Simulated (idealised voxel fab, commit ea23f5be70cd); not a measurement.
Process module heading - voxel ribs on slabs
Cross-sectional view cut (width: 215 nm; square cell size: 5 nm).
Cross-section, as written here: a square-cell grid given band by band from the top down, where a band holds one or more rows of cells. In this notation a band is specified by the heights of its top and bottom, in that order and in nm, after which its materials appear from left to right, each paired with its width in nm. The word "edge to edge" attached to a single material means that material fills the band from edge to edge; the word "blank" stands for empty space. Heights are expressed relative to 0, this being the level below which the as-received wafer comprises one material exclusively. The lowest band is unbounded in the downward direction and is denoted as in "from 0 down". Read "30 to 40" as a graded width: first number on top, second number at the bottom, same change between each pair of neighbouring rows. Where a step carries "everything unchanged", the cross-section came out of it unchanged, cell for cell. The label "Sealed-off cavities" introduces a list of the empty spaces, 8 cells or larger, that have no open way up to the top; each entry in it reads width x height at distance, where the distance is taken from the left edge and all three are stated in nm. If you see something after the settings on a step's line, that's the simulator's own remark about that step. "overlay nm" answers the question of how far to the right of plan the mask lay on a step that has a mask, and when it is negative the answer is to the left.

[This section lists the process steps that were planned]
1 RECEIVE | material Si
2 DIRECTIONAL_DEP | material SiO2 | thk nm 20
3 DIRECTIONAL_DEP | material SiN | thk nm 25
4 MASKED_ETCH | tone cover | mask id RIB | width nm 30 | etch materials SiN | depth nm 10 | overlay nm 0
5 DIRECTIONAL_DEP | material aC | thk nm 15
6 PATTERN | tone cover | mask id SLAB | material resist | width nm 60 | thk nm 30 | overlay nm 0
7 DIRECTIONAL_ETCH | etch materials aC | depth nm 15
8 STRIP | etch materials resist
9 DIRECTIONAL_ETCH | etch materials SiN | depth nm 15
10 STRIP | etch materials aC
11 FILL_DEP | material SiO2 | thk nm 20
12 CMP | height nm 55
13 DIRECTIONAL_DEP | material TiN | thk nm 5
14 PATTERN | tone cover | mask id HEATER | material resist | width nm 40 | thk nm 15 | overlay nm -15
15 DIRECTIONAL_ETCH | etch materials TiN | depth nm 5
16 STRIP | etch materials resist
17 CONFORMAL_DEP | material SiO2 | thk nm 10
Variable across wafers: step 14 overlay nm (plan value is that of the first wafer; starting state common to all).

[As-received state after step 1, first of several wafers, cross-section]
from 0 down  Si edge to edge
Sealed-off cavities: none

[First of several wafers in cross-section at module end, following the final step, step 17]
from 70 to 65  60 blank  60 SiO2  95 blank
from 65 to 60  SiO2 edge to edge
from 60 to 55  70 SiO2  40 TiN  105 SiO2
from 55 to 45  SiO2 edge to edge
from 45 to 35  90 SiO2  30 SiN  95 SiO2
from 35 to 20  75 SiO2  60 SiN  80 SiO2
from 20 to 0  SiO2 edge to edge
from 0 down  Si edge to edge
Sealed-off cavities: none

[Cross-sectional depiction of the last of several wafers upon completion of the module]
from 70 to 65  90 blank  60 SiO2  65 blank
from 65 to 60  SiO2 edge to edge
from 60 to 55  100 SiO2  40 TiN  75 SiO2
from 55 to 45  SiO2 edge to edge
from 45 to 35  90 SiO2  30 SiN  95 SiO2
from 35 to 20  75 SiO2  60 SiN  80 SiO2
from 20 to 0  SiO2 edge to edge
from 0 down  Si edge to edge
Sealed-off cavities: none

[The following table contains a row per wafer, in which are reported, at the conclusion of the module, the cells of each material gained (+) or lost (-) since the wafer's receipt, with its closed voids given thereafter]
overlay nm -15; +48 SiN; +515 SiO2; +8 TiN; Sealed-off cavities: none
overlay nm -10; +48 SiN; +515 SiO2; +8 TiN; Sealed-off cavities: none
overlay nm -5; +48 SiN; +515 SiO2; +8 TiN; Sealed-off cavities: none
overlay nm 0; +48 SiN; +515 SiO2; +8 TiN; Sealed-off cavities: none
overlay nm 5; +48 SiN; +515 SiO2; +8 TiN; Sealed-off cavities: none
overlay nm 10; +48 SiN; +515 SiO2; +8 TiN; Sealed-off cavities: none
overlay nm 15; +48 SiN; +515 SiO2; +8 TiN; Sealed-off cavities: none
